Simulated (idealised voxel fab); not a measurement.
The following is a process module called voxel self aligned contacts.
Displayed cross-section: cut, width of 255 nm, square cells sized 5 nm.
When this document writes out a cross-section, it uses a grid of square cells and lists it as bands, beginning at the top and moving down, with a band standing for one or more rows of cells.
Heights first: top, then bottom, in nm. Then materials, left to right, each with a width in nm. "full width" on a single material: fills the band edge to edge. "air": empty space.
The reference from which all heights are counted is 0, the level beneath which the as-received wafer is entirely one material; the lowest band, having no lower bound, proceeds downward and is written after the example "from 0 down".
Think of "30..40" as a width that walks from the first number to the second as you go down the band, top row to bottom row, taking equal-sized steps from row to row.
You'll sometimes find "nothing changed" written for a step, and that's the way of saying that nowhere in the cross-section did a cell change during that step.
Look at "Closed void list" for the closed voids: empty spaces with no open path to the top, sized 8 cells or up. Each is width x height at distance, distance from the left edge, all nm.
Heads up: the bit after the settings on a step's line is the simulator's remark on that step.
Each step line may optionally specify "overlay nm", which for a step with a mask gives the rightward distance between the mask's planned place and where it lay, a negative value indicating the leftward direction.
Process steps (planned)
1 RECEIVE: material Si
2 OXIDIZE: depth nm 5
3 DIRECTIONAL_DEP: material polySi, thk nm 20
4 DIRECTIONAL_DEP: material SiN, thk nm 20
5 DIRECTIONAL_DEP: material aC, thk nm 10
6 PATTERN: tone cover, mask id GATE, material resist, width nm 35, pitch nm 60, thk nm 30, overlay nm 0
7 DIRECTIONAL_ETCH: etch materials aC, depth nm 10
8 STRIP: etch materials resist
9 DIRECTIONAL_ETCH: etch materials SiN, depth nm 20
10 DIRECTIONAL_ETCH: etch materials polySi, depth nm 20
11 STRIP: etch materials aC
12 CONFORMAL_DEP: material SiN, thk nm 5
13 DIRECTIONAL_ETCH: etch materials SiN, depth nm 5
14 FILL_DEP: material SiO2, thk nm 15
15 CMP: height nm 45
16 DIRECTIONAL_DEP: material aC, thk nm 10
17 PATTERN: tone open, mask id CONTACT, material resist, width nm 35, pitch nm 60, thk nm 25, overlay nm 0
18 DIRECTIONAL_ETCH: etch materials aC, depth nm 10
19 STRIP: etch materials resist
20 DIRECTIONAL_ETCH: etch materials SiO2, depth nm 50
21 STRIP: etch materials aC
22 CONFORMAL_DEP: material TiN, thk nm 5
23 FILL_DEP: material W, thk nm 10
24 CMP: height nm 45
25 CONFORMAL_DEP: material SiCN, thk nm 5
The cross-section here shows the wafer as received, i.e. in its state after step 1
	from 0 down = Si full width
	Closed void list: none
End-of-module cross-section of the first of two wafers, processed as planned
	from 50 to 45 = SiCN full width
	from 45 to 40 = 80 SiO2, 15 TiN, 5 W, 15 TiN, 25 SiO2, 15 TiN, 5 W, 15 TiN, 80 SiO2
	from 40 to 20 = 45 SiO2, 45 SiN, 5 TiN, 5 W, 5 TiN, 45 SiN, 5 TiN, 5 W, 5 TiN, 45 SiN, 45 SiO2
	from 20 to 0 = 45 SiO2, 5 SiN, 35 polySi, 5 SiN, 5 TiN, 5 W, 5 TiN, 5 SiN, 35 polySi, 5 SiN, 5 TiN, 5 W, 5 TiN, 5 SiN, 35 polySi, 5 SiN, 45 SiO2
	from 0 to -5 = 90 SiO2, 15 TiN, 45 SiO2, 15 TiN, 90 SiO2
	from -5 down = Si full width
	Closed void list: none
What the second wafer looks like in cross-section once the module is done. Its start and its plan matched the first wafer's exactly; what differed was one mistake in how it was run
	from 50 to 45 = SiCN full width
	from 45 to 40 = 80 SiO2, 15 aC, 5 W, 15 aC, 25 SiO2, 15 aC, 5 W, 15 aC, 80 SiO2
	from 40 to 20 = 45 SiO2, 45 SiN, 5 aC, 5 W, 5 aC, 45 SiN, 5 aC, 5 W, 5 aC, 45 SiN, 45 SiO2
	from 20 to 0 = 45 SiO2, 5 SiN, 35 polySi, 5 SiN, 5 aC, 5 W, 5 aC, 5 SiN, 35 polySi, 5 SiN, 5 aC, 5 W, 5 aC, 5 SiN, 35 polySi, 5 SiN, 45 SiO2
	from 0 to -5 = 90 SiO2, 15 aC, 45 SiO2, 15 aC, 90 SiO2
	from -5 down = Si full width
	Closed void list: none
Plan not followed: step 22 deviated from plan and actually ran as CONFORMAL_DEP: material aC, thk nm 5
Final wafer comparison in cells, second versus first, more or fewer per material: -50 TiN, +50 aC
